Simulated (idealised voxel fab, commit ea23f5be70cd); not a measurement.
Proc. module: voxel self aligned vias
Pictured: cross-section cut, 300 nm wide, on a grid of 5 nm square cells.
When this document writes out a cross-section, it uses a grid of square cells and lists it as bands, beginning at the top and moving down, with a band standing for one or more rows of cells.
Each band's line starts with the height of the band's top and of its bottom, in nm. Then come its materials from left to right, each with its width in nm. One material with "everywhere" fills the band from edge to edge. "air" is empty space.
Measure heights from 0. That's the level where, below it, the as-received wafer is all one material. The lowest band is bottomless and extends downward; write it as in "z 0 and below".
So if you see something like "30->40" for the width, read it as the top row of the band sitting at the first number and the bottom row at the second, with every row in between moving by the same amount as the last.
For the purposes of this document, the phrase "no modifications" attached to a step denotes that no cell within the cross-section was modified by that step.
The list in "Closed void entries" covers empty spaces of 8 cells or more that cannot reach the top through any open way, and it gives each as width x height at distance; the distance is from the left edge, and width, height and distance are in nm.
Text after the settings on a step's line: the simulator's own remark on that step.
A step's line can hold "overlay nm"; with a mask on that step, the setting says how far right of the planned place the mask lay, while a negative setting says it lay to the left.

Process steps - plan:
1 op RECEIVE | material Si
2 op CONFORMAL_DEP | material SiO2 | thk nm 15
3 op CONFORMAL_DEP | material SiCN | thk nm 5
4 op DIRECTIONAL_DEP | material SiO2 | thk nm 25
5 op PATTERN | tone open | mask id LINES | material resist | width nm 20 | pitch nm 60 | thk nm 15 | overlay nm 0
6 op DIRECTIONAL_ETCH | etch materials SiO2 | depth nm 25
7 op STRIP | etch materials resist
8 op CONFORMAL_DEP | material TiN | thk nm 5
9 op FILL_DEP | material W | thk nm 10
10 op CMP | height nm 40
11 op SELECTIVE_ETCH | etch materials W Ru TiN | depth nm 5
12 op FILL_DEP | material SiN | thk nm 5
13 op CMP | height nm 45
14 op DIRECTIONAL_DEP | material SiO2 | thk nm 20
15 op DIRECTIONAL_DEP | material aC | thk nm 10
16 op PATTERN | tone open | mask id VIAS | material resist | width nm 40 | pitch nm 60 | thk nm 30 | overlay nm 0
17 op DIRECTIONAL_ETCH | etch materials aC | depth nm 10
18 op STRIP | etch materials resist
19 op DIRECTIONAL_ETCH | etch materials SiO2 | depth nm 20
20 op DIRECTIONAL_ETCH | etch materials SiN | depth nm 5
21 op STRIP | etch materials aC
22 op CONFORMAL_DEP | material TiN | thk nm 5
23 op FILL_DEP | material Ru | thk nm 10
24 op CMP | height nm 65
25 op CONFORMAL_DEP | material SiN | thk nm 5
Quick note for whoever runs this: the wafers start identical, but the height nm at step 10 isn't the same across them. The plan just shows what the first wafer had.

Cross-section of the first of several wafers as received (after step 1):
z 0 and below | Si everywhere
Closed void entries: none

Quick key for the table: a row per wafer, taken at the end of the module. For each material it tells you how many cells the wafer gained (+) or lost (-) since it came in, and the closed voids come after:
height nm 40, +72 Ru, +60 SiCN, +108 SiN, +516 SiO2, +72 TiN, +12 W, Closed void entries: none
height nm 45, +60 Ru, +60 SiCN, +60 SiN, +564 SiO2, +78 TiN, +18 W, Closed void entries: none
height nm 50, +54 Ru, +60 SiCN, +60 SiN, +564 SiO2, +78 TiN, +24 W, Closed void entries: none
height nm 55, +54 Ru, +60 SiCN, +60 SiN, +564 SiO2, +78 TiN, +24 W, Closed void entries: none
height nm 60, +54 Ru, +60 SiCN, +60 SiN, +564 SiO2, +78 TiN, +24 W, Closed void entries: none
